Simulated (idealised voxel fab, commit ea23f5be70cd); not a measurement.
process module | voxel transistor to metal
cross-section cut | 285 nm wide | cells 5 nm
A cross-section is a grid of square cells, given in bands from the top down. A band is one or more rows of cells.
Each band's line starts with the height of the band's top and of its bottom, in nm. Then come its materials from left to right, each with its width in nm. One material with "throughout" fills the band from edge to edge. "air" is empty space.
Height 0 is the level under which the wafer as received is all one material. The lowest band goes on downwards, as in "0 down".
A width such as "30 to 40" changes by the same amount from each row of cells to the next, from the band's top row to its bottom row.
"no change" after a step means that no cell of the cross-section changed.
closed voids: empty space of 8 cells or more with no open way to the top, each as width x height at its distance from the left edge, in nm
after a step's settings: what the simulator itself notes on the step
overlay nm, on a step with a mask: how far to the right of its planned place the mask lay; to the left if negative
plan
1 op RECEIVE | material Si
2 op OXIDIZE | depth nm 5
3 op CONFORMAL_DEP | material SiN | thk nm 10
4 op DIRECTIONAL_DEP | material aC | thk nm 10
5 op PATTERN | tone cover | mask id ACTIVE | material resist | width nm 95 | pitch nm 115 | thk nm 30 | overlay nm 0
6 op DIRECTIONAL_ETCH | etch materials aC | depth nm 10
7 op STRIP | etch materials resist
8 op DIRECTIONAL_ETCH | etch materials SiN | depth nm 10
9 op DIRECTIONAL_ETCH | etch materials SiO2 | depth nm 5
10 op DIRECTIONAL_ETCH | etch materials Si | depth nm 30
11 op STRIP | etch materials aC
12 op FILL_DEP | material SiO2 | thk nm 10
13 op CMP | height nm 10
14 op SELECTIVE_ETCH | etch materials SiO2 | depth nm 10
15 op STRIP | etch materials SiN
16 op SELECTIVE_ETCH | etch materials SiO2 | depth nm 5
17 op OXIDIZE | depth nm 5
18 op DIRECTIONAL_DEP | material polySi | thk nm 25
19 op DIRECTIONAL_DEP | material SiCN | thk nm 10
20 op DIRECTIONAL_DEP | material aC | thk nm 15
21 op PATTERN | tone cover | mask id GATE | material resist | width nm 15 | pitch nm 115 | thk nm 30 | overlay nm -15
22 op DIRECTIONAL_ETCH | etch materials aC | depth nm 15
23 op STRIP | etch materials resist
24 op DIRECTIONAL_ETCH | etch materials SiCN | depth nm 20
25 op DIRECTIONAL_ETCH | etch materials polySi | depth nm 35
26 op STRIP | etch materials aC
27 op CONFORMAL_DEP | material SiO2 | thk nm 5
28 op DIRECTIONAL_ETCH | etch materials SiO2 | depth nm 5
29 op CONFORMAL_DEP | material SiN | thk nm 10
30 op DIRECTIONAL_ETCH | etch materials SiN | depth nm 10
31 op DIRECTIONAL_ETCH | etch materials SiO2 | depth nm 5
32 op EPI | material nSi | thk nm 5
33 op FILL_DEP | material SiO2 | thk nm 10
34 op CMP | height nm 30
35 op DIRECTIONAL_DEP | material SiO2 | thk nm 10
36 op DIRECTIONAL_DEP | material aC | thk nm 10
37 op PATTERN | tone open | mask id CONTACT | material resist | width nm 25 | thk nm 25 | overlay nm 0
38 op DIRECTIONAL_ETCH | etch materials aC | depth nm 10
39 op STRIP | etch materials resist
40 op DIRECTIONAL_ETCH | etch materials SiO2 | depth nm 45
41 op STRIP | etch materials aC
42 op CONFORMAL_DEP | material TiN | thk nm 5
43 op FILL_DEP | material W | thk nm 10
44 op CMP | height nm 40
45 op CONFORMAL_DEP | material SiN | thk nm 5
46 op DIRECTIONAL_DEP | material lowk | thk nm 25
47 op PATTERN | tone open | mask id METAL_1 | material resist | width nm 15 | thk nm 20 | overlay nm 0
48 op DIRECTIONAL_ETCH | etch materials lowk | depth nm 25
49 op DIRECTIONAL_ETCH | etch materials SiN | depth nm 5
50 op STRIP | etch materials resist
51 op CONFORMAL_DEP | material TiN | thk nm 5
52 op FILL_DEP | material Cu | thk nm 10
53 op CMP | height nm 70
54 op CONFORMAL_DEP | material SiN | thk nm 5
varied across the wafers: overlay nm of step 21. The plan shows the first wafer's value. All wafers start alike
first wafer as received, after step 1
  0 down: Si throughout
  closed voids: none
each wafer at the end: cells of each material gained (+) or lost (-) since it was received, then its closed voids
overlay nm -15 | +20 Cu | -209 Si | +12 SiCN | +158 SiN | +419 SiO2 | +122 TiN | +54 W | +225 lowk | +24 nSi | +30 polySi | closed voids: none
overlay nm -10 | +20 Cu | -209 Si | +12 SiCN | +158 SiN | +405 SiO2 | +136 TiN | +54 W | +225 lowk | +24 nSi | +30 polySi | closed voids: none
overlay nm -5 | +20 Cu | -209 Si | +12 SiCN | +158 SiN | +405 SiO2 | +150 TiN | +40 W | +225 lowk | +24 nSi | +30 polySi | closed voids: none
overlay nm 0 | +20 Cu | -209 Si | +12 SiCN | +158 SiN | +419 SiO2 | +136 TiN | +40 W | +225 lowk | +24 nSi | +30 polySi | closed voids: none
overlay nm 5 | +20 Cu | -209 Si | +12 SiCN | +158 SiN | +405 SiO2 | +150 TiN | +40 W | +225 lowk | +24 nSi | +30 polySi | closed voids: none
overlay nm 10 | +20 Cu | -209 Si | +12 SiCN | +158 SiN | +405 SiO2 | +136 TiN | +54 W | +225 lowk | +24 nSi | +30 polySi | closed voids: none
overlay nm 15 | +20 Cu | -209 Si | +12 SiCN | +158 SiN | +419 SiO2 | +122 TiN | +54 W | +225 lowk | +24 nSi | +30 polySi | closed voids: none
